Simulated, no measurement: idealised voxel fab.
This section sets out a process module, namely voxel quadruple lines.
It is cross-section cut that appears here, measuring 300 nm in width, its square cells being 5 nm in size.
The cross-sections in this document take the form of a grid made of square cells. They are written out as bands, in order from top to bottom. Each band consists of one or more rows of cells.
Band: top and bottom heights (nm) first, top before bottom; then materials from left to right, widths in nm. "all across" marks a sole material filling the band edge to edge. "air" denotes empty space.
A quick word on heights: they are counted from 0, and under that level the wafer as it came to us is one material throughout. The lowest band is different from the rest in having no bottom; it simply continues downward, written as in "0..down".
Read "30 to 40" as a graded width: first number on top, second number at the bottom, same change between each pair of neighbouring rows.
Key: "changes: none" - step with no changed cell in the cross-section.
"Non-vented voids": sealed empty spaces, 8 cells or more, no open way to top, listed width x height at distance, with distance from the left edge and width, height and distance in nm.
Read whatever lies past the settings on a step's line as the simulator's own remark about the step.
overlay nm: mask offset rightward from planned place, masked step; negative means leftward offset.
Steps planned for the process
1 RECEIVE [material Si]
2 CONFORMAL_DEP [material Al2O3] [thk nm 5]
3 DIRECTIONAL_DEP [material W] [thk nm 10]
4 DIRECTIONAL_DEP [material polySi] [thk nm 15]
5 DIRECTIONAL_DEP [material aC] [thk nm 25]
6 PATTERN [tone cover] [mask id MANDREL] [material resist] [width nm 25] [thk nm 35] [overlay nm 0]
7 DIRECTIONAL_ETCH [etch materials aC] [depth nm 25]
8 STRIP [etch materials resist]
9 CONFORMAL_DEP [material SiO2] [thk nm 15]
10 DIRECTIONAL_ETCH [etch materials SiO2] [depth nm 15]
11 STRIP [etch materials aC]
12 DIRECTIONAL_ETCH [etch materials polySi] [depth nm 15]
13 STRIP [etch materials SiO2]
14 CONFORMAL_DEP [material SiN] [thk nm 10]
15 DIRECTIONAL_ETCH [etch materials SiN] [depth nm 10]
16 STRIP [etch materials polySi]
17 DIRECTIONAL_ETCH [etch materials W] [depth nm 10]
18 STRIP [etch materials SiN]
Be aware that, although all wafers share a common starting state, the width nm at step 6 differs among them, and the plan displays the first wafer's value.
Step 1 complete: as-received cross-section of the first of several wafers
    0..down: Si all across
    Non-vented voids: none
Module end state after final step 18: cross-section of the first of several wafers
    15..5: 110 air, 10 W, 15 air, 10 W, 5 air, 10 W, 15 air, 10 W, 115 air
    5..0: Al2O3 all across
    0..down: Si all across
    Non-vented voids: none
At the end of the module, the last of several wafers in cross-section
    15..5: 100 air, 10 W, 15 air, 10 W, 30 air, 10 W, 15 air, 10 W, 100 air
    5..0: Al2O3 all across
    0..down: Si all across
    Non-vented voids: none
Quick key for the table: a row per wafer, taken at the end of the module. For each material it tells you how many cells the wafer gained (+) or lost (-) since it came in, and the closed voids come after
width nm 25 | +60 Al2O3 | +16 W | Non-vented voids: none
width nm 30 | +60 Al2O3 | +16 W | Non-vented voids: none
width nm 35 | +60 Al2O3 | +16 W | Non-vented voids: none
width nm 40 | +60 Al2O3 | +16 W | Non-vented voids: none
width nm 45 | +60 Al2O3 | +16 W | Non-vented voids: none
width nm 50 | +60 Al2O3 | +16 W | Non-vented voids: none
